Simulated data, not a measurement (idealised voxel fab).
Title: Process Module voxel double patterning
This is section cut - it's 190 nm across, gridded in 5 nm square cells.
Heads up, the way a cross-section reads in here is a grid of square cells, handed over as bands from the top down, with every band being one or more rows of cells.
What a band's entry tells you: where the top is and where the bottom is, as heights in nm, and after that what lies inside, material by material from left to right, each with its width in nm. Empty space is written as the word "air", and a single material marked with the word "full width" occupies the band from edge to edge.
Convention: height 0 is the level below which the wafer, as received, is all one material. The lowest band does not terminate at the bottom but continues downward, represented as "0 down".
The width entry "30 to 40" should be interpreted row by row: the top row of cells in the band takes the first number, the bottom row takes the second number, and the change between adjacent rows is uniform throughout.
No cell of the cross-section changed in a step that is given as "remains unaltered".
Under "Closed-off voids" you'll find the enclosed gaps, the ones with no way out to the top, that are 8 cells or bigger; each reads width x height at distance, with distance counted from the left edge, everything in nm.
Heads up: the bit after the settings on a step's line is the simulator's remark on that step.
A step line may carry the setting "overlay nm", which, for steps involving a mask, states the distance by which the mask lay to the right of its intended position; negative values denote displacement to the left.
For the reader: what remains of this document is a series of pairs, each showing a cross-section before one process step and a cross-section after that step which reaches down only to the lowest band that changed, with the step between them and its settings set out under the pair. It should not be assumed that a pair continues from the pair above it; the pairs can come from different runs of this module on the same starting wafer, and such continuity exists only where the entry headed "Pre-step view" says so.
-- Pre-step view
> 0 down  Si full width
> Closed-off voids: none
-- Sectional Result
> 10 to 0  SiO2 full width
> No changes below 0.
> Closed-off voids: none
Step that separates the before view from the after view above: op CONFORMAL_DEP | material SiO2 | thk nm 10
Pre-step view: The structure entering this step is exactly what the pair just above shows after its step.
-- Sectional Result
> 20 to 10  polySi full width
> No changes below 10.
> Closed-off voids: none
Step that separates the before view from the after view above: op DIRECTIONAL_DEP | material polySi | thk nm 10
Pre-step view: The structure entering this step is exactly what the pair just above shows after its step.
-- Sectional Result
> 30 to 20  SiCN full width
> No changes below 20.
> Closed-off voids: none
Step that separates the before view from the after view above: op DIRECTIONAL_DEP | material SiCN | thk nm 10
Pre-step view: The structure entering this step is exactly what the pair just above shows after its step.
-- Sectional Result
> 50 to 30  60 nm resist, then 15 nm air, then 35 nm resist, then 15 nm air, then 65 nm resist
> No changes below 30.
> Closed-off voids: none
Step that separates the before view from the after view above: op PATTERN | tone open | mask id FIRST | material resist | width nm 15 | pitch nm 50 | thk nm 20 | overlay nm 0
Pre-step view: The structure entering this step is exactly what the pair just above shows after its step.
-- Sectional Result
> 50 to 30  60 nm resist, then 15 nm air, then 35 nm resist, then 15 nm air, then 65 nm resist
> 30 to 20  60 nm SiCN, then 15 nm air, then 35 nm SiCN, then 15 nm air, then 65 nm SiCN
> No changes below 20.
> Closed-off voids: none
Step that separates the before view from the after view above: op DIRECTIONAL_ETCH | etch materials SiCN | depth nm 10
Pre-step view: The structure entering this step is exactly what the pair just above shows after its step.
-- Sectional Result
> 30 to 20  60 nm SiCN, then 15 nm air, then 35 nm SiCN, then 15 nm air, then 65 nm SiCN
> No changes below 20.
> Closed-off voids: none
Step that separates the before view from the after view above: op STRIP | etch materials resist
Pre-step view: The structure entering this step is exactly what the pair just above shows after its step.
-- Sectional Result
> 30 to 20  60 nm SiCN, then 15 nm air, then 10 nm SiCN, then 15 nm air, then 10 nm SiCN, then 15 nm air, then 65 nm SiCN
> No changes below 20.
> Closed-off voids: none
Step that separates the before view from the after view above: op MASKED_ETCH | tone open | mask id SECOND | width nm 15 | etch materials SiCN | depth nm 10 | overlay nm 0
Pre-step view: The structure entering this step is exactly what the pair just above shows after its step.
-- Sectional Result
> 30 to 20  60 nm SiCN, then 15 nm air, then 10 nm SiCN, then 15 nm air, then 10 nm SiCN, then 15 nm air, then 65 nm SiCN
> 20 to 10  60 nm polySi, then 15 nm air, then 10 nm polySi, then 15 nm air, then 10 nm polySi, then 15 nm air, then 65 nm polySi
> No changes below 10.
> Closed-off voids: none
Step that separates the before view from the after view above: op DIRECTIONAL_ETCH | etch materials polySi | depth nm 10
Pre-step view: The structure entering this step is exactly what the pair just above shows after its step.
-- Sectional Result
> 20 to 10  60 nm polySi, then 15 nm air, then 10 nm polySi, then 15 nm air, then 10 nm polySi, then 15 nm air, then 65 nm polySi
> No changes below 10.
> Closed-off voids: none
Step that separates the before view from the after view above: op STRIP | etch materials SiCN
-- Pre-step view
> 0 down  Si full width
> Closed-off voids: none
-- Sectional Result
> 10 to 0  polySi full width
> No changes below 0.
> Closed-off voids: none
Step that separates the before view from the after view above: op DIRECTIONAL_DEP | material polySi | thk nm 10
Pre-step view: The structure entering this step is exactly what the pair just above shows after its step.
-- Sectional Result
> 20 to 10  SiO2 full width
> No changes below 10.
> Closed-off voids: none
Step that separates the before view from the after view above: op CONFORMAL_DEP | material SiO2 | thk nm 10
Pre-step view: The structure entering this step is exactly what the pair just above shows after its step.
-- Sectional Result
> 30 to 20  SiCN full width
> No changes below 20.
> Closed-off voids: none
Step that separates the before view from the after view above: op DIRECTIONAL_DEP | material SiCN | thk nm 10
Pre-step view: The structure entering this step is exactly what the pair just above shows after its step.
-- Sectional Result
> 50 to 30  60 nm resist, then 15 nm air, then 35 nm resist, then 15 nm air, then 65 nm resist
> No changes below 30.
> Closed-off voids: none
Step that separates the before view from the after view above: op PATTERN | tone open | mask id FIRST | material resist | width nm 15 | pitch nm 50 | thk nm 20 | overlay nm 0
Pre-step view: The structure entering this step is exactly what the pair just above shows after its step.
-- Sectional Result
> 50 to 30  60 nm resist, then 15 nm air, then 35 nm resist, then 15 nm air, then 65 nm resist
> 30 to 20  60 nm SiCN, then 15 nm air, then 35 nm SiCN, then 15 nm air, then 65 nm SiCN
> No changes below 20.
> Closed-off voids: none
Step that separates the before view from the after view above: op DIRECTIONAL_ETCH | etch materials SiCN | depth nm 10
Pre-step view: The structure entering this step is exactly what the pair just above shows after its step.
-- Sectional Result
> 30 to 20  60 nm SiCN, then 15 nm air, then 35 nm SiCN, then 15 nm air, then 65 nm SiCN
> No changes below 20.
> Closed-off voids: none
Step that separates the before view from the after view above: op STRIP | etch materials resist
Pre-step view: The structure entering this step is exactly what the pair just above shows after its step.
-- Sectional Result
> 30 to 20  60 nm SiCN, then 15 nm air, then 10 nm SiCN, then 15 nm air, then 10 nm SiCN, then 15 nm air, then 65 nm SiCN
> No changes below 20.
> Closed-off voids: none
Step that separates the before view from the after view above: op MASKED_ETCH | tone open | mask id SECOND | width nm 15 | etch materials SiCN | depth nm 10 | overlay nm 0
Pre-step view: The structure entering this step is exactly what the pair just above shows after its step.
-- Sectional Result
> 20 to 10  SiO2 full width
> No changes below 10.
> Closed-off voids: none
Step that separates the before view from the after view above: op STRIP | etch materials SiCN
-- Pre-step view
> 0 down  Si full width
> Closed-off voids: none
-- Sectional Result
> 5 to 0  SiO2 full width
> No changes below 0.
> Closed-off voids: none
Step that separates the before view from the after view above: op CONFORMAL_DEP | material SiO2 | thk nm 5
Pre-step view: The structure entering this step is exactly what the pair just above shows after its step.
-- Sectional Result
> 15 to 5  polySi full width
> No changes below 5.
> Closed-off voids: none
Step that separates the before view from the after view above: op DIRECTIONAL_DEP | material polySi | thk nm 10
Pre-step view: The structure entering this step is exactly what the pair just above shows after its step.
-- Sectional Result
> 25 to 15  SiCN full width
> No changes below 15.
> Closed-off voids: none
Step that separates the before view from the after view above: op DIRECTIONAL_DEP | material SiCN | thk nm 10
Pre-step view: The structure entering this step is exactly what the pair just above shows after its step.
-- Sectional Result
> 45 to 25  60 nm resist, then 15 nm air, then 35 nm resist, then 15 nm air, then 65 nm resist
> No changes below 25.
> Closed-off voids: none
Step that separates the before view from the after view above: op PATTERN | tone open | mask id FIRST | material resist | width nm 15 | pitch nm 50 | thk nm 20 | overlay nm 0
Pre-step view: The structure entering this step is exactly what the pair just above shows after its step.
-- Sectional Result
> 45 to 25  60 nm resist, then 15 nm air, then 35 nm resist, then 15 nm air, then 65 nm resist
> 25 to 15  60 nm SiCN, then 15 nm air, then 35 nm SiCN, then 15 nm air, then 65 nm SiCN
> No changes below 15.
> Closed-off voids: none
Step that separates the before view from the after view above: op DIRECTIONAL_ETCH | etch materials SiCN | depth nm 10
Pre-step view: The structure entering this step is exactly what the pair just above shows after its step.
-- Sectional Result
> 25 to 15  60 nm SiCN, then 15 nm air, then 35 nm SiCN, then 15 nm air, then 65 nm SiCN
> No changes below 15.
> Closed-off voids: none
Step that separates the before view from the after view above: op STRIP | etch materials resist
Pre-step view: The structure entering this step is exactly what the pair just above shows after its step.
-- Sectional Result
> 25 to 15  60 nm SiCN, then 15 nm air, then 10 nm SiCN, then 15 nm air, then 10 nm SiCN, then 15 nm air, then 65 nm SiCN
> No changes below 15.
> Closed-off voids: none
Step that separates the before view from the after view above: op MASKED_ETCH | tone open | mask id SECOND | width nm 15 | etch materials SiCN | depth nm 10 | overlay nm 0
Pre-step view: The structure entering this step is exactly what the pair just above shows after its step.
-- Sectional Result
> 25 to 15  60 nm SiCN, then 15 nm air, then 10 nm SiCN, then 15 nm air, then 10 nm SiCN, then 15 nm air, then 65 nm SiCN
> 15 to 5  60 nm polySi, then 15 nm air, then 10 nm polySi, then 15 nm air, then 10 nm polySi, then 15 nm air, then 65 nm polySi
> No changes below 5.
> Closed-off voids: none
Step that separates the before view from the after view above: op DIRECTIONAL_ETCH | etch materials polySi | depth nm 10
Pre-step view: The structure entering this step is exactly what the pair just above shows after its step.
-- Sectional Result
> 15 to 5  60 nm polySi, then 15 nm air, then 10 nm polySi, then 15 nm air, then 10 nm polySi, then 15 nm air, then 65 nm polySi
> No changes below 5.
> Closed-off voids: none
Step that separates the before view from the after view above: op STRIP | etch materials SiCN
-- Pre-step view
> 30 to 20  SiCN full width
> 20 to 10  polySi full width
> 10 to 0  SiO2 full width
> 0 down  Si full width
> Closed-off voids: none
-- Sectional Result
> 50 to 30  60 nm resist, then 20 nm air, then 30 nm resist, then 20 nm air, then 60 nm resist
> No changes below 30.
> Closed-off voids: none
Step that separates the before view from the after view above: op PATTERN | tone open | mask id FIRST | material resist | width nm 20 | pitch nm 50 | thk nm 20 | overlay nm 0
Pre-step view: The structure entering this step is exactly what the pair just above shows after its step.
-- Sectional Result
> 50 to 30  60 nm resist, then 20 nm air, then 30 nm resist, then 20 nm air, then 60 nm resist
> 30 to 20  60 nm SiCN, then 20 nm air, then 30 nm SiCN, then 20 nm air, then 60 nm SiCN
> No changes below 20.
> Closed-off voids: none
Step that separates the before view from the after view above: op DIRECTIONAL_ETCH | etch materials SiCN | depth nm 10
Pre-step view: The structure entering this step is exactly what the pair just above shows after its step.
-- Sectional Result
> 30 to 20  60 nm SiCN, then 20 nm air, then 30 nm SiCN, then 20 nm air, then 60 nm SiCN
> No changes below 20.
> Closed-off voids: none
Step that separates the before view from the after view above: op STRIP | etch materials resist
Pre-step view: The structure entering this step is exactly what the pair just above shows after its step.
-- Sectional Result
> 30 to 20  60 nm SiCN, then 20 nm air, then 5 nm SiCN, then 15 nm air, then 10 nm SiCN, then 20 nm air, then 60 nm SiCN
> No changes below 20.
> Closed-off voids: none
Step that separates the before view from the after view above: op MASKED_ETCH | tone open | mask id SECOND | width nm 15 | etch materials SiCN | depth nm 10 | overlay nm 0
Pre-step view: The structure entering this step is exactly what the pair just above shows after its step.
-- Sectional Result
> 30 to 20  60 nm SiCN, then 20 nm air, then 5 nm SiCN, then 15 nm air, then 10 nm SiCN, then 20 nm air, then 60 nm SiCN
> 20 to 10  60 nm polySi, then 20 nm air, then 5 nm polySi, then 15 nm air, then 10 nm polySi, then 20 nm air, then 60 nm polySi
> No changes below 10.
> Closed-off voids: none
Step that separates the before view from the after view above: op DIRECTIONAL_ETCH | etch materials polySi | depth nm 10
Pre-step view: The structure entering this step is exactly what the pair just above shows after its step.
-- Sectional Result
> 20 to 10  60 nm polySi, then 20 nm air, then 5 nm polySi, then 15 nm air, then 10 nm polySi, then 20 nm air, then 60 nm polySi
> No changes below 10.
> Closed-off voids: none
Step that separates the before view from the after view above: op STRIP | etch materials SiCN
-- Pre-step view
> 30 to 20  60 nm SiCN, then 15 nm air, then 35 nm SiCN, then 15 nm air, then 65 nm SiCN
> 20 to 10  polySi full width
> 10 to 0  SiO2 full width
> 0 down  Si full width
> Closed-off voids: none
-- Sectional Result
> 30 to 20  60 nm SiCN, then 15 nm air, then 15 nm SiCN, then 15 nm air, then 5 nm SiCN, then 15 nm air, then 65 nm SiCN
> No changes below 20.
> Closed-off voids: none
Step that separates the before view from the after view above: op MASKED_ETCH | tone open | mask id SECOND | width nm 15 | etch materials SiCN | depth nm 10 | overlay nm 5
Pre-step view: The structure entering this step is exactly what the pair just above shows after its step.
-- Sectional Result
> 30 to 20  60 nm SiCN, then 15 nm air, then 15 nm SiCN, then 15 nm air, then 5 nm SiCN, then 15 nm air, then 65 nm SiCN
> 20 to 10  60 nm polySi, then 15 nm air, then 15 nm polySi, then 15 nm air, then 5 nm polySi, then 15 nm air, then 65 nm polySi
> No changes below 10.
> Closed-off voids: none
Step that separates the before view from the after view above: op DIRECTIONAL_ETCH | etch materials polySi | depth nm 10
Pre-step view: The structure entering this step is exactly what the pair just above shows after its step.
-- Sectional Result
> 20 to 10  60 nm polySi, then 15 nm air, then 15 nm polySi, then 15 nm air, then 5 nm polySi, then 15 nm air, then 65 nm polySi
> No changes below 10.
> Closed-off voids: none
Step that separates the before view from the after view above: op STRIP | etch materials SiCN
-- Pre-step view
> 20 to 10  polySi full width
> 10 to 0  SiO2 full width
> 0 down  Si full width
> Closed-off voids: none
-- Sectional Result
> 30 to 20  SiO2 full width
> No changes below 20.
> Closed-off voids: none
Step that separates the before view from the after view above: op DIRECTIONAL_DEP | material SiO2 | thk nm 10
Pre-step view: The structure entering this step is exactly what the pair just above shows after its step.
-- Sectional Result
> 50 to 30  60 nm resist, then 15 nm air, then 35 nm resist, then 15 nm air, then 65 nm resist
> No changes below 30.
> Closed-off voids: none
Step that separates the before view from the after view above: op PATTERN | tone open | mask id FIRST | material resist | width nm 15 | pitch nm 50 | thk nm 20 | overlay nm 0
Pre-step view: The structure entering this step is exactly what the pair just above shows after its step.
-- Sectional Result
> 30 to 20  SiO2 full width
> No changes below 20.
> Closed-off voids: none
Step that separates the before view from the after view above: op STRIP | etch materials resist
-- Pre-step view
> 30 to 20  60 nm SiCN, then 15 nm air, then 35 nm SiCN, then 15 nm air, then 65 nm SiCN
> 20 to 10  polySi full width
> 10 to 0  SiO2 full width
> 0 down  Si full width
> Closed-off voids: none
-- Sectional Result
> 30 to 20  85 nm air, then 15 nm SiCN, then 90 nm air
> No changes below 20.
> Closed-off voids: none
Step that separates the before view from the after view above: op MASKED_ETCH | tone cover | mask id SECOND | width nm 15 | etch materials SiCN | depth nm 10 | overlay nm 0
Pre-step view: The structure entering this step is exactly what the pair just above shows after its step.
-- Sectional Result
> 30 to 20  85 nm air, then 15 nm SiCN, then 90 nm air
> 20 to 10  85 nm air, then 15 nm polySi, then 90 nm air
> No changes below 10.
> Closed-off voids: none
Step that separates the before view from the after view above: op DIRECTIONAL_ETCH | etch materials polySi | depth nm 10
Pre-step view: The structure entering this step is exactly what the pair just above shows after its step.
-- Sectional Result
> 20 to 10  85 nm air, then 15 nm polySi, then 90 nm air
> No changes below 10.
> Closed-off voids: none
Step that separates the before view from the after view above: op STRIP | etch materials SiCN
